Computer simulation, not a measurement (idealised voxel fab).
Process module, titled voxel trench capacitor
Each square cell in cross-section cut measures 5 nm, and the section as a whole is 285 nm wide.
Think of the cross-section as a grid of square cells. We describe it in bands, top to bottom, and each band covers one or more rows of those cells. Top, bottom (nm), then materials left to right with widths (nm); lone material tagged "full width" fills the whole band edge to edge; "air" = empty space. Heights are expressed relative to 0, this being the level below which the as-received wafer comprises one material exclusively. The lowest band is unbounded in the downward direction and is denoted as in "0..down". A width such as "30 to 40" changes by the same amount from each row of cells to the next, from the band's top row to its bottom row. What does "no alterations made" mean for a step? It means no cell of the cross-section changed in that step. So "Closed internal voids" is basically the list of trapped voids: any empty space of 8 cells or more that can't reach the top through an opening. They're written width x height at distance, the distance being from the left edge, and it's all nm. Note: text after step settings on the step line = simulator remark on that step. overlay nm: on a step with a mask, how far right of its planned place the mask lay; negative means left.
-- Planned step list for the process
1,RECEIVE with material Si
2,CONFORMAL_DEP with material SiN, thk nm 10
3,PATTERN with tone open, mask id TRENCH, material resist, width nm 25, pitch nm 55, thk nm 20, overlay nm 0
4,DIRECTIONAL_ETCH with etch materials SiN, depth nm 10
5,DIRECTIONAL_ETCH with etch materials Si, depth nm 40
6,STRIP with etch materials resist
7,CONFORMAL_DEP with material HfO2, thk nm 5
8,CONFORMAL_DEP with material TiN, thk nm 5
9,FILL_DEP with material W, thk nm 10
10,CMP with height nm 10
-- Wafer cross-section on receipt, i.e. after step 1
	0..down = Si full width
	Closed internal voids: none
-- Cross-sectional view of the first of the two wafers upon completion of the module, processed in accordance with the plan
	10..0 = SiN (100), HfO2 (5), TiN (5), W (5), TiN (5), HfO2 (5), SiN (30), HfO2 (5), TiN (5), W (5), TiN (5), HfO2 (5), SiN (105)
	0..-30 = Si (100), HfO2 (5), TiN (5), W (5), TiN (5), HfO2 (5), Si (30), HfO2 (5), TiN (5), W (5), TiN (5), HfO2 (5), Si (105)
	-30..-35 = Si (100), HfO2 (5), TiN (15), HfO2 (5), Si (30), HfO2 (5), TiN (15), HfO2 (5), Si (105)
	-35..-40 = Si (100), HfO2 (25), Si (30), HfO2 (25), Si (105)
	-40..down = Si full width
	Closed internal voids: none
-- Second wafer cross-section at end of module - shared start and plan with the first, one mistake in the run
	10..0 = SiN (100), HfO2 (5), TiN (5), W (10), TiN (5), HfO2 (5), SiN (25), HfO2 (5), TiN (5), W (10), TiN (5), HfO2 (5), SiN (100)
	0..-30 = Si (100), HfO2 (5), TiN (5), W (10), TiN (5), HfO2 (5), Si (25), HfO2 (5), TiN (5), W (10), TiN (5), HfO2 (5), Si (100)
	-30..-35 = Si (100), HfO2 (5), TiN (20), HfO2 (5), Si (25), HfO2 (5), TiN (20), HfO2 (5), Si (100)
	-35..-40 = Si (100), HfO2 (30), Si (25), HfO2 (30), Si (100)
	-40..down = Si full width
	Closed internal voids: none
Want to know what went wrong? rather than as planned, step 3 actually ran as PATTERN with tone open, mask id TRENCH, material resist, width nm 30, pitch nm 55, thk nm 20, overlay nm 0
In the final state, the cell counts of the second wafer exceed or fall short of those of the first for the following materials: 2 more of HfO2; 16 fewer of Si; 4 fewer of SiN; 2 more of TiN; 16 more of W
